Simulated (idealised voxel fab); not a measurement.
Process module in this document: voxel ribs on slabs
Cross-section cut spans 250 nm and uses square cells 5 nm in size.
Square cells in a grid make up a cross-section in this document, and the grid is given as bands, listed from the top down, each one or more rows of cells. It is stipulated that each band's entry specify, in nanometres, the height of the top of the band and then that of its bottom, followed by the materials of the band in left-to-right sequence, each together with its width in nanometres. A single material marked by the word "everywhere" is understood to fill the band from edge to edge; the word "empty" is understood to denote empty space. The level at which height equals 0 is the one under which the wafer, as it arrives, is entirely one material. No lower edge exists for the bottom band, which continues downward and is notated as in "0 -> down". A width given as "30 to 40" starts at the first number in the band's top row and ends at the second number in its bottom row, shifting by an equal amount at every step from row to row. Take "remained the same" at face value: in the step it is given for, the cross-section changed in none of its cells. In "Catalogued sealed voids" the enclosed voids are listed, meaning empty spaces of 8 cells or larger without any opening to the top. The form is width x height at distance, distance from the left edge, units nm. Text after the settings on a step's line: the simulator's own remark on that step. overlay nm: right-of-plan distance of the mask on a masked step; negative values mean left-of-plan.
[Intended process steps]
1) RECEIVE: material Si
2) DIRECTIONAL_DEP: material SiO2, thk nm 30
3) DIRECTIONAL_DEP: material polySi, thk nm 20
4) PATTERN: tone cover, mask id RIB, material resist, width nm 30, thk nm 15, overlay nm 0
5) DIRECTIONAL_ETCH: etch materials polySi, depth nm 5
6) STRIP: etch materials resist
7) PATTERN: tone cover, mask id SLAB, material resist, width nm 80, thk nm 15, overlay nm 0
8) DIRECTIONAL_ETCH: etch materials polySi, depth nm 15
9) STRIP: etch materials resist
10) FILL_DEP: material SiO2, thk nm 15
11) CMP: height nm 60
12) DIRECTIONAL_DEP: material W, thk nm 10
13) PATTERN: tone cover, mask id HEATER, material resist, width nm 40, thk nm 20, overlay nm 0
14) DIRECTIONAL_ETCH: etch materials W, depth nm 10
15) STRIP: etch materials resist
16) CONFORMAL_DEP: material SiO2, thk nm 5
[As-received state of the wafer in cross-section, equivalent to post-step 1]
  0 -> down | Si everywhere
  Catalogued sealed voids: none
[First of two wafers: cross-section at end of module, run per plan]
  75 -> 70 | empty: 100, then SiO2: 50, then empty: 100
  70 -> 65 | empty: 100, then SiO2: 5, then W: 40, then SiO2: 5, then empty: 100
  65 -> 60 | SiO2: 105, then W: 40, then SiO2: 105
  60 -> 50 | SiO2 everywhere
  50 -> 45 | SiO2: 110, then polySi: 30, then SiO2: 110
  45 -> 30 | SiO2: 85, then polySi: 80, then SiO2: 85
  30 -> 0 | SiO2 everywhere
  0 -> down | Si everywhere
  Catalogued sealed voids: none
[Wafer two (of two), end-of-module cross-section: start = wafer one, plan = wafer one, one run mistake]
  75 -> 70 | empty: 100, then SiO2: 50, then empty: 100
  70 -> 65 | empty: 100, then SiO2: 5, then W: 40, then SiO2: 5, then empty: 100
  65 -> 60 | SiO2: 105, then W: 40, then SiO2: 105
  60 -> 50 | SiO2 everywhere
  50 -> 45 | SiO2: 100, then polySi: 30, then SiO2: 120
  45 -> 30 | SiO2: 85, then polySi: 80, then SiO2: 85
  30 -> 0 | SiO2 everywhere
  0 -> down | Si everywhere
  Catalogued sealed voids: none
Short version of what went wrong: step 4 did not happen as planned, as run it was PATTERN: tone cover, mask id RIB, material resist, width nm 30, thk nm 15, overlay nm -10
Upon completion, the cell count for each material on the second wafer equals that on the first, whereas the spatial distribution of those cells differs.
